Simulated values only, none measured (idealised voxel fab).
The document below concerns the process module designated voxel tone inversion.
Cross-section cut spans 295 nm and uses square cells 5 nm in size.
Think of the cross-section as a grid of square cells. We describe it in bands, top to bottom, and each band covers one or more rows of those cells.
Read a band's entry like this: the first values are the height of its top and the height of its bottom in nm, and what follows is the sequence of materials from left to right, each with its width in nm. Note that "air" is empty space, and that a single material marked "edge to edge" reaches across the band from edge to edge.
Heights from 0 (as-received wafer is one material below). Bottom band endless downward, as "0 -> down".
Quick explanation for "30 to 40": the width changes in equal steps down the rows of cells, from the first number in the band's top row to the second number in its bottom row.
Reading "nothing altered" for a step: not a cell of the cross-section changed in it.
For the entry "Enclosed void inventory", the listed items are empty spaces with no open way to the top whose size is 8 cells or more; each item follows the pattern width x height at distance, where distance is from the left edge and all three are in nm.
The remark found on a step's line after its settings is issued by the simulator itself and pertains to that step.
Each step line may optionally specify "overlay nm", which for a step with a mask gives the rightward distance between the mask's planned place and where it lay, a negative value indicating the leftward direction.
-- The process steps that were planned are listed below
1 op RECEIVE | material Si
2 op CONFORMAL_DEP | material SiN | thk nm 5
3 op DIRECTIONAL_DEP | material polySi | thk nm 20
4 op PATTERN | tone cover | mask id POSTS | material resist | width nm 25 | pitch nm 55 | thk nm 25 | overlay nm 0
5 op DIRECTIONAL_ETCH | etch materials polySi | depth nm 20
6 op STRIP | etch materials resist
7 op FILL_DEP | material lowk | thk nm 5
8 op CMP | height nm 25
9 op STRIP | etch materials polySi
10 op CONFORMAL_DEP | material TiN | thk nm 5
11 op FILL_DEP | material Cu | thk nm 10
12 op CMP | height nm 25
13 op CONFORMAL_DEP | material SiCN | thk nm 5
-- Received-state cross-section, reflecting completion of step 1
0 -> down | Si edge to edge
Enclosed void inventory: none
-- Cross-section, end of module. Start: as above. Plan: as above. Execution: one mistake
30 -> 25 | SiCN edge to edge
25 -> 20 | SiN edge to edge
20 -> 0 | polySi edge to edge
0 -> down | Si edge to edge
Enclosed void inventory: none
Against the plan, the run slipped here: a sequencing error occurred in which plan steps 2 and 3 were transposed
